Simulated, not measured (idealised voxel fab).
process module | voxel local oxidation
cross-section cut | 240 nm wide | cells 5 nm
A cross-section is a grid of square cells, given in bands from the top down. A band is one or more rows of cells.
Each band's line starts with the height of the band's top and of its bottom, in nm. Then come its materials from left to right, each with its width in nm. One material with "throughout" fills the band from edge to edge. "air" is empty space.
Height 0 is the level under which the wafer as received is all one material. The lowest band goes on downwards, as in "0 down".
A width such as "30 to 40" changes by the same amount from each row of cells to the next, from the band's top row to its bottom row.
"no change" after a step means that no cell of the cross-section changed.
closed voids: empty space of 8 cells or more with no open way to the top, each as width x height at its distance from the left edge, in nm
after a step's settings: what the simulator itself notes on the step
overlay nm, on a step with a mask: how far to the right of its planned place the mask lay; to the left if negative
plan
1 op RECEIVE | material Si
2 op OXIDIZE | depth nm 5
3 op CONFORMAL_DEP | material SiN | thk nm 15
4 op MASKED_ETCH | tone cover | mask id ACTIVE | width nm 90 | etch materials SiN | depth nm 15 | overlay nm 0
5 op SELECTIVE_ETCH | etch materials SiO2 | depth nm 5
6 op OXIDIZE | depth nm 10
7 op STRIP | etch materials SiN
first wafer, as planned
as received, after step 1
  0 down: Si throughout
  closed voids: none
after step 2
  0 to -5: SiO2 throughout
  below -5: unchanged
after step 3
  15 to 0: SiN throughout
  below 0: unchanged
after step 4
  15 to 0: air 75 | SiN 90 | air 75
  below 0: unchanged
after step 5
  15 to 0: air 75 | SiN 90 | air 75
  0 to -5: air 80 | SiO2 80 | air 80
  below -5: unchanged
after step 6
  15 to 0: air 75 | SiN 90 | air 75
  0 to -5: air 80 | SiO2 80 | air 80
  -5 to -15: SiO2 90 | Si 60 | SiO2 90
  below -15: unchanged
after step 7
  0 to -5: air 80 | SiO2 80 | air 80
  below -5: unchanged
second wafer: like start, like plan, one mistake. Through step 5 it matches the first wafer
when step 6 should have ended
  15 to 0: air 75 | SiN 90 | air 75
  0 to -5: air 80 | SiO2 80 | air 80
  -5 to -10: SiO2 85 | Si 70 | SiO2 85
  below -10: unchanged
when step 7 should have ended
  0 to -5: air 80 | SiO2 80 | air 80
  below -5: unchanged
what went wrong: step 6 ran as: op OXIDIZE | depth nm 5
at the end the second wafer has, in cells: 38 more of Si | 38 fewer of SiO2
